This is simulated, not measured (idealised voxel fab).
process module | voxel self aligned contacts
cross-section cut | 195 nm wide | cells 5 nm
A cross-section is a grid of square cells, given in bands from the top down. A band is one or more rows of cells.
Each band's line starts with the height of the band's top and of its bottom, in nm. Then come its materials from left to right, each with its width in nm. One material with "throughout" fills the band from edge to edge. "air" is empty space.
Height 0 is the level under which the wafer as received is all one material. The lowest band goes on downwards, as in "0 down".
A width such as "30 to 40" changes by the same amount from each row of cells to the next, from the band's top row to its bottom row.
"no change" after a step means that no cell of the cross-section changed.
closed voids: empty space of 8 cells or more with no open way to the top, each as width x height at its distance from the left edge, in nm
after a step's settings: what the simulator itself notes on the step
overlay nm, on a step with a mask: how far to the right of its planned place the mask lay; to the left if negative
plan
1 op RECEIVE | material Si
2 op CONFORMAL_DEP | material SiO2 | thk nm 5
3 op DIRECTIONAL_DEP | material polySi | thk nm 20
4 op DIRECTIONAL_DEP | material SiN | thk nm 15
5 op PATTERN | tone cover | mask id GATE | material resist | width nm 30 | pitch nm 65 | thk nm 15 | overlay nm 0
6 op DIRECTIONAL_ETCH | etch materials SiN | depth nm 15
7 op DIRECTIONAL_ETCH | etch materials polySi | depth nm 20
8 op STRIP | etch materials resist
9 op CONFORMAL_DEP | material SiN | thk nm 5
10 op DIRECTIONAL_ETCH | etch materials SiN | depth nm 5
11 op FILL_DEP | material SiO2 | thk nm 15
12 op CMP | height nm 50
13 op PATTERN | tone open | mask id CONTACT | material resist | width nm 45 | thk nm 20 | overlay nm 0
14 op DIRECTIONAL_ETCH | etch materials SiO2 | depth nm 50
15 op STRIP | etch materials resist
16 op CONFORMAL_DEP | material TiN | thk nm 5
17 op FILL_DEP | material Ru | thk nm 5
18 op CMP | height nm 50
19 op CONFORMAL_DEP | material SiCN | thk nm 5
as received, after step 1
  0 down: Si throughout
  closed voids: none
a wafer at the end: this start, this plan, one mistake
  55 to 50: SiCN throughout
  50 to 40: SiO2 45 | SiN 40 | TiN 5 | Ru 15 | TiN 5 | SiN 40 | SiO2 45
  40 to 35: SiO2 45 | SiN 40 | TiN 25 | SiN 40 | SiO2 45
  35 to 25: SiN throughout
  25 to 5: polySi throughout
  5 to 0: SiO2 throughout
  0 down: Si throughout
  closed voids: none
what went wrong: step 4 ran as: op DIRECTIONAL_DEP | material SiN | thk nm 25
